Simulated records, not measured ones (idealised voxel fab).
Process module under the name voxel quadruple lines
Shown is cross-section cut, with a width of 280 nm and square cells of size 5 nm.
Each cross-section below is a grid of square cells, stated as bands in top-down order, with one or more rows of cells making up each band.
First you get the band's top height and its bottom height, in nm, and then the materials it's made of, left to right, with each width in nm. If you see a single material with "everywhere", that one covers the band edge to edge. "air" is empty space.
Note: height 0 marks the level under which the wafer is uniformly one material as received. Lowest band unbounded below, written "0 -> down".
Graded width ("30->40"): value in top row of band = first number; value in bottom row = second number; row-to-row change constant.
Key: "nothing got changed" - step with no changed cell in the cross-section.
In the "Closed void list" entry, you get each enclosed empty space of 8 cells or more, one with no open way to the top, written width x height at distance, distance from the left edge, in nm.
It should be noted that, on the line of a given step, the content following the step's settings is a remark produced by the simulator itself with respect to that step.
overlay nm: for a step with a mask, the amount by which the mask lay right of where it was planned; a negative amount means left of it.
**Planned step list for the process**
1 RECEIVE: material Si
2 CONFORMAL_DEP: material Al2O3, thk nm 5
3 DIRECTIONAL_DEP: material Ru, thk nm 10
4 DIRECTIONAL_DEP: material polySi, thk nm 20
5 DIRECTIONAL_DEP: material aC, thk nm 20
6 PATTERN: tone cover, mask id MANDREL, material resist, width nm 20, thk nm 25, overlay nm 0
7 DIRECTIONAL_ETCH: etch materials aC, depth nm 20
8 STRIP: etch materials resist
9 CONFORMAL_DEP: material SiO2, thk nm 10
10 DIRECTIONAL_ETCH: etch materials SiO2, depth nm 10
11 STRIP: etch materials aC
12 DIRECTIONAL_ETCH: etch materials polySi, depth nm 20
13 STRIP: etch materials SiO2
14 CONFORMAL_DEP: material SiCN, thk nm 5
15 DIRECTIONAL_ETCH: etch materials SiCN, depth nm 5
16 STRIP: etch materials polySi
17 DIRECTIONAL_ETCH: etch materials Ru, depth nm 10
18 STRIP: etch materials SiCN
19 FILL_DEP: material lowk, thk nm 10
20 CMP: height nm 5
Heads up: all these wafers start the same, and what changes between them is the height nm in step 20. The value you see in the plan is just what the first wafer got.
**The first of several wafers as received, shown in cross-section; this is its state after step 1**
> 0 -> down  Si everywhere
> Closed void list: none
**End of module: cross-section of the first of several wafers after step 20, the last step**
> 5 -> 0  Al2O3 everywhere
> 0 -> down  Si everywhere
> Closed void list: none
**Last-wafer cross-section at the end of the module**
> 25 -> 15  lowk everywhere
> 15 -> 5  115 lowk / 5 Ru / 10 lowk / 5 Ru / 10 lowk / 5 Ru / 10 lowk / 5 Ru / 115 lowk
> 5 -> 0  Al2O3 everywhere
> 0 -> down  Si everywhere
> Closed void list: none
**Rows = wafers. At module end, each row lists per material the cells gained (+) or lost (-) since the wafer was received, then the closed voids**
height nm 5; +56 Al2O3; Closed void list: none
height nm 10; +56 Al2O3; +4 Ru; +52 lowk; Closed void list: none
height nm 15; +56 Al2O3; +8 Ru; +104 lowk; Closed void list: none
height nm 20; +56 Al2O3; +8 Ru; +160 lowk; Closed void list: none
height nm 25; +56 Al2O3; +8 Ru; +216 lowk; Closed void list: none
